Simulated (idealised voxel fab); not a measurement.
Documented hereafter: the process module known as voxel self aligned contacts.
Square cell edge 5 nm, section width 290 nm, ID cut.
Reading order for cross-sections: top band down to bottom band. Underlying form: a grid of square cells. Band size: one or more rows of cells.
Heads up on the band format: heights come first, top then bottom, in nm. After that it's the materials left to right, each with its width in nm. A single material flagged "full width" fills the whole band edge to edge, and "empty" means there's empty space there.
Below 0: as-received wafer, all one material; heights counted from there. Lowest band: no bottom, goes on down, written "0..down".
The two numbers in a width such as "30..40" mark its ends across the band: the first belongs to the top row of cells, the second to the bottom row, and from each row to the next the width moves by the same amount.
When a step is marked "stayed the same", none of the cells in the cross-section changed during that step.
Closed cavity list: empty space of 8 cells or more with no open way to the top, each as width x height at its distance from the left edge, in nm
Step line, after settings: the simulator's comment on this step.
The "overlay nm" setting may appear on a step's line; for a step that uses a mask, it gives how far to the right of its planned position the mask lay, and a negative value indicates the left.
PROCESS STEPS FORESEEN IN THE PLAN
step 1: RECEIVE | material Si
step 2: CONFORMAL_DEP | material SiO2 | thk nm 5
step 3: DIRECTIONAL_DEP | material polySi | thk nm 30
step 4: DIRECTIONAL_DEP | material SiN | thk nm 15
step 5: DIRECTIONAL_DEP | material aC | thk nm 10
step 6: PATTERN | tone cover | mask id GATE | material resist | width nm 35 | pitch nm 70 | thk nm 25 | overlay nm 0
step 7: DIRECTIONAL_ETCH | etch materials aC | depth nm 10
step 8: STRIP | etch materials resist
step 9: DIRECTIONAL_ETCH | etch materials SiN | depth nm 15
step 10: DIRECTIONAL_ETCH | etch materials polySi | depth nm 30
step 11: STRIP | etch materials aC
step 12: CONFORMAL_DEP | material SiN | thk nm 5
step 13: DIRECTIONAL_ETCH | etch materials SiN | depth nm 5
step 14: FILL_DEP | material SiO2 | thk nm 15
step 15: CMP | height nm 60
step 16: PATTERN | tone open | mask id CONTACT | material resist | width nm 55 | thk nm 15 | overlay nm -15
step 17: DIRECTIONAL_ETCH | etch materials SiO2 | depth nm 60
step 18: STRIP | etch materials resist
step 19: CONFORMAL_DEP | material TiN | thk nm 5
step 20: FILL_DEP | material W | thk nm 10
step 21: CMP | height nm 60
step 22: CONFORMAL_DEP | material SiN | thk nm 5
Quick note for whoever runs this: the wafers start identical, but the overlay nm at step 16 isn't the same across them. The plan just shows what the first wafer had.
THE FIRST OF SEVERAL WAFERS IN CROSS-SECTION, EXACTLY AS IT REACHED US AFTER STEP 1
	0..down  Si full width
	Closed cavity list: none
NOTE: THE FOLLOWING TABLE IS ARRANGED BY WAFER, A ROW APIECE. EACH ROW REPORTS THE END-OF-MODULE STATE: PER MATERIAL, CELLS GAINED (+) OR CELLS LOST (-) COMPARED WITH THE WAFER AS RECEIVED; CLOSED VOIDS FOLLOW
overlay nm -15, +136 SiN, +462 SiO2, +33 TiN, +39 W, +84 polySi, Closed cavity list: none
overlay nm -10, +136 SiN, +462 SiO2, +33 TiN, +39 W, +84 polySi, Closed cavity list: none
overlay nm -5, +136 SiN, +462 SiO2, +33 TiN, +39 W, +84 polySi, Closed cavity list: none
overlay nm 0, +136 SiN, +462 SiO2, +33 TiN, +39 W, +84 polySi, Closed cavity list: none
overlay nm 5, +136 SiN, +462 SiO2, +33 TiN, +39 W, +84 polySi, Closed cavity list: none
overlay nm 10, +136 SiN, +462 SiO2, +33 TiN, +39 W, +84 polySi, Closed cavity list: none
overlay nm 15, +136 SiN, +462 SiO2, +33 TiN, +39 W, +84 polySi, Closed cavity list: none
